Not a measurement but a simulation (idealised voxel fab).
process module | voxel self aligned vias
cross-section cut | 230 nm wide | cells 5 nm
A cross-section is a grid of square cells, given in bands from the top down. A band is one or more rows of cells.
Each band's line starts with the height of the band's top and of its bottom, in nm. Then come its materials from left to right, each with its width in nm. One material with "throughout" fills the band from edge to edge. "air" is empty space.
Height 0 is the level under which the wafer as received is all one material. The lowest band goes on downwards, as in "0 down".
A width such as "30 to 40" changes by the same amount from each row of cells to the next, from the band's top row to its bottom row.
"no change" after a step means that no cell of the cross-section changed.
closed voids: empty space of 8 cells or more with no open way to the top, each as width x height at its distance from the left edge, in nm
after a step's settings: what the simulator itself notes on the step
overlay nm, on a step with a mask: how far to the right of its planned place the mask lay; to the left if negative
plan
1 op RECEIVE | material Si
2 op CONFORMAL_DEP | material SiO2 | thk nm 10
3 op CONFORMAL_DEP | material SiCN | thk nm 5
4 op DIRECTIONAL_DEP | material SiO2 | thk nm 30
5 op DIRECTIONAL_DEP | material aC | thk nm 10
6 op PATTERN | tone open | mask id LINES | material resist | width nm 30 | pitch nm 55 | thk nm 30 | overlay nm 0
7 op DIRECTIONAL_ETCH | etch materials aC | depth nm 10
8 op STRIP | etch materials resist
9 op DIRECTIONAL_ETCH | etch materials SiO2 | depth nm 30
10 op STRIP | etch materials aC
11 op CONFORMAL_DEP | material TiN | thk nm 5
12 op FILL_DEP | material Ru | thk nm 5
13 op CMP | height nm 45
14 op SELECTIVE_ETCH | etch materials W Ru TiN | depth nm 10
15 op FILL_DEP | material SiN | thk nm 10
16 op CMP | height nm 45
17 op DIRECTIONAL_DEP | material SiO2 | thk nm 15
18 op DIRECTIONAL_DEP | material aC | thk nm 10
19 op PATTERN | tone open | mask id VIAS | material resist | width nm 40 | thk nm 30 | overlay nm 0
20 op DIRECTIONAL_ETCH | etch materials aC | depth nm 10
21 op STRIP | etch materials resist
22 op DIRECTIONAL_ETCH | etch materials SiO2 | depth nm 15
23 op DIRECTIONAL_ETCH | etch materials SiN | depth nm 10
24 op STRIP | etch materials aC
25 op CONFORMAL_DEP | material TiN | thk nm 5
26 op FILL_DEP | material Cu | thk nm 5
27 op CMP | height nm 60
28 op CONFORMAL_DEP | material SiN | thk nm 5
as received, after step 1
  0 down: Si throughout
  closed voids: none
a wafer at the end: this start, this plan, one mistake
  65 to 60: SiN throughout
  60 to 50: SiO2 65 | TiN 5 | Cu 30 | TiN 5 | SiO2 125
  50 to 45: SiO2 65 | TiN 5 | Cu 15 | TiN 20 | SiO2 125
  45 to 40: SiO2 60 | SiN 5 | TiN 5 | Cu 15 | TiN 5 | SiO2 25 | SiN 30 | SiO2 85
  40 to 35: SiO2 60 | SiN 5 | TiN 25 | SiO2 25 | SiN 30 | SiO2 85
  35 to 20: SiO2 60 | TiN 5 | Ru 20 | TiN 5 | SiO2 25 | TiN 5 | Ru 20 | TiN 5 | SiO2 85
  20 to 15: SiO2 60 | TiN 30 | SiO2 25 | TiN 30 | SiO2 85
  15 to 10: SiCN throughout
  10 to 0: SiO2 throughout
  0 down: Si throughout
  closed voids: none
what went wrong: step 6 ran as: op PATTERN | tone open | mask id LINES | material resist | width nm 30 | pitch nm 55 | thk nm 30 | overlay nm -10
